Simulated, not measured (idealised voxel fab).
Proc. module: voxel tone inversion
FYI the section here is cut, 215 nm wide, cells are 5 nm squares.
The cross-sections in this document take the form of a grid made of square cells. They are written out as bands, in order from top to bottom. Each band consists of one or more rows of cells. Top, bottom (nm), then materials left to right with widths (nm); lone material tagged "everywhere" fills the whole band edge to edge; "air" = empty space. The reference from which all heights are counted is 0, the level beneath which the as-received wafer is entirely one material; the lowest band, having no lower bound, proceeds downward and is written after the example "from 0 down". Note: "30->40" means the width goes from the first number (top row of the band) to the second number (bottom row) in equal steps per row of cells. "no modifications" for a step: no cell of the cross-section changed in that step. Voids not open to the top, 8 cells minimum: see "Closed voids list". Written width x height at distance; distance is from the left edge; nm. If you see something after the settings on a step's line, that's the simulator's own remark about that step. What "overlay nm" on a step's line means: if the step has a mask, that mask lay this far to the right of its planned place, or, when the value is negative, to the left.

[Planned process steps]
1) RECEIVE with material Si
2) CONFORMAL_DEP with material SiN, thk nm 5
3) DIRECTIONAL_DEP with material polySi, thk nm 15
4) PATTERN with tone cover, mask id POSTS, material resist, width nm 20, pitch nm 40, thk nm 20, overlay nm 0
5) DIRECTIONAL_ETCH with etch materials polySi, depth nm 15
6) STRIP with etch materials resist
7) FILL_DEP with material SiO2, thk nm 5
8) CMP with height nm 20
9) STRIP with etch materials polySi

[Here's what the wafer looked like in cross-section when it arrived - that's after step 1]
    from 0 down  Si everywhere
    Closed voids list: none

[Same starting wafer, same plan as above, one mistake in the execution; this is the cross-section at the end of the module]
    from 20 to 5  40 nm SiO2; 15 nm air; 25 nm SiO2; 15 nm air; 25 nm SiO2; 15 nm air; 25 nm SiO2; 15 nm air; 40 nm SiO2
    from 5 to 0  SiN everywhere
    from 0 down  Si everywhere
    Closed voids list: none
What was the processing mistake? it should be noted that step 4 was executed with settings other than those planned, the operation and settings actually applied being PATTERN with tone cover, mask id POSTS, material resist, width nm 15, pitch nm 40, thk nm 20, overlay nm 0
